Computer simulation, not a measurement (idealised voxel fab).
The document below concerns the process module designated voxel self aligned contacts.
205 nm wide, 5 nm square cells: that's cross-section cut.
In what follows, cross-sections appear as grids of square cells, described through bands that run from the top down, where every band is one or more rows of cells. Quick guide to a band line: top height, bottom height (nm) up front; then every material left to right with its width in nm. Only one material and it's marked "full width"? Then it fills the band edge to edge. And "blank" just means empty space. For the purposes of this specification, 0 denotes the height below which the wafer in its as-received condition is composed wholly of one material, and the lowermost band, lacking a lower limit, extends downward without end, as expressed in "from 0 down". You'd read "30->40" like this: the band's top row of cells is as wide as the first number, its bottom row is as wide as the second, and going down, every row changes width by the same amount as the row before did. "no alterations made" (step): cross-section cells unchanged, all of them. This entry, "Sealed voids", enumerates those empty regions of no fewer than 8 cells that possess no open connection to the top. Each region is reported in the form width x height at distance, the distance being taken from the left edge, with all three quantities expressed in nm. Anything after a step's settings on that line? It's the simulator's own note about the step. "overlay nm" denotes, for a step that has a mask, the displacement of the mask to the right of its planned place, with negative values corresponding to the left.
List of planned process steps:
1) RECEIVE, material Si
2) CONFORMAL_DEP, material SiO2, thk nm 5
3) DIRECTIONAL_DEP, material polySi, thk nm 25
4) DIRECTIONAL_DEP, material SiN, thk nm 20
5) PATTERN, tone cover, mask id GATE, material resist, width nm 25, pitch nm 50, thk nm 15, overlay nm 0
6) DIRECTIONAL_ETCH, etch materials SiN, depth nm 20
7) DIRECTIONAL_ETCH, etch materials polySi, depth nm 25
8) STRIP, etch materials resist
9) CONFORMAL_DEP, material SiN, thk nm 5
10) DIRECTIONAL_ETCH, etch materials SiN, depth nm 5
11) FILL_DEP, material SiO2, thk nm 20
12) CMP, height nm 60
13) DIRECTIONAL_DEP, material aC, thk nm 15
14) PATTERN, tone open, mask id CONTACT, material resist, width nm 35, pitch nm 50, thk nm 30, overlay nm 0
15) DIRECTIONAL_ETCH, etch materials aC, depth nm 15
16) STRIP, etch materials resist
17) DIRECTIONAL_ETCH, etch materials SiO2, depth nm 60
18) STRIP, etch materials aC
19) CONFORMAL_DEP, material TiN, thk nm 5
20) FILL_DEP, material W, thk nm 5
21) CMP, height nm 60
22) CONFORMAL_DEP, material SiN, thk nm 5
Wafer cross-section on receipt, i.e. after step 1:
- from 0 down = Si full width
- Sealed voids: none
Post-module cross-section of the first of two wafers (run per plan):
- from 65 to 60 = SiN full width
- from 60 to 50 = SiO2=60, then TiN=5->15, then W=25->5, then TiN=5->15, then SiO2=15, then TiN=5->15, then W=25->5, then TiN=5->15, then SiO2=60
- from 50 to 30 = SiO2=35, then SiN=35, then TiN=5, then W=5, then TiN=5, then SiN=35, then TiN=5, then W=5, then TiN=5, then SiN=35, then SiO2=35
- from 30 to 5 = SiO2=35, then SiN=5, then polySi=25, then SiN=5, then TiN=5, then W=5, then TiN=5, then SiN=5, then polySi=25, then SiN=5, then TiN=5, then W=5, then TiN=5, then SiN=5, then polySi=25, then SiN=5, then SiO2=35
- from 5 to 0 = SiO2=70, then TiN=15, then SiO2=35, then TiN=15, then SiO2=70
- from 0 down = Si full width
- Sealed voids: none
The second wafer, shown in cross-section after the module: started the same way as the first and given the same plan, yet one mistake crept into how it was run:
- from 65 to 60 = SiN full width
- from 60 to 55 = SiO2=60, then TiN=5, then W=25, then TiN=5, then SiO2=15, then TiN=5, then W=25, then TiN=5, then SiO2=60
- from 55 to 50 = SiO2=60, then TiN=35, then SiO2=15, then TiN=35, then SiO2=60
- from 50 to 30 = SiN=45, then SiO2=15, then SiN=35, then SiO2=15, then SiN=35, then SiO2=15, then SiN=45
- from 30 to 5 = polySi=40, then SiN=5, then SiO2=15, then SiN=5, then polySi=25, then SiN=5, then SiO2=15, then SiN=5, then polySi=25, then SiN=5, then SiO2=15, then SiN=5, then polySi=40
- from 5 to 0 = SiO2 full width
- from 0 down = Si full width
- Sealed voids: none
Finding, execution versus plan: so step 5 ended up running with a different setting than we planned, it ran as PATTERN, tone open, mask id GATE, material resist, width nm 25, pitch nm 50, thk nm 15, overlay nm 0
Final difference in cells, second wafer against first, listed per material as more or fewer: SiN +44, SiO2 -39, TiN -40, W -20, polySi +55
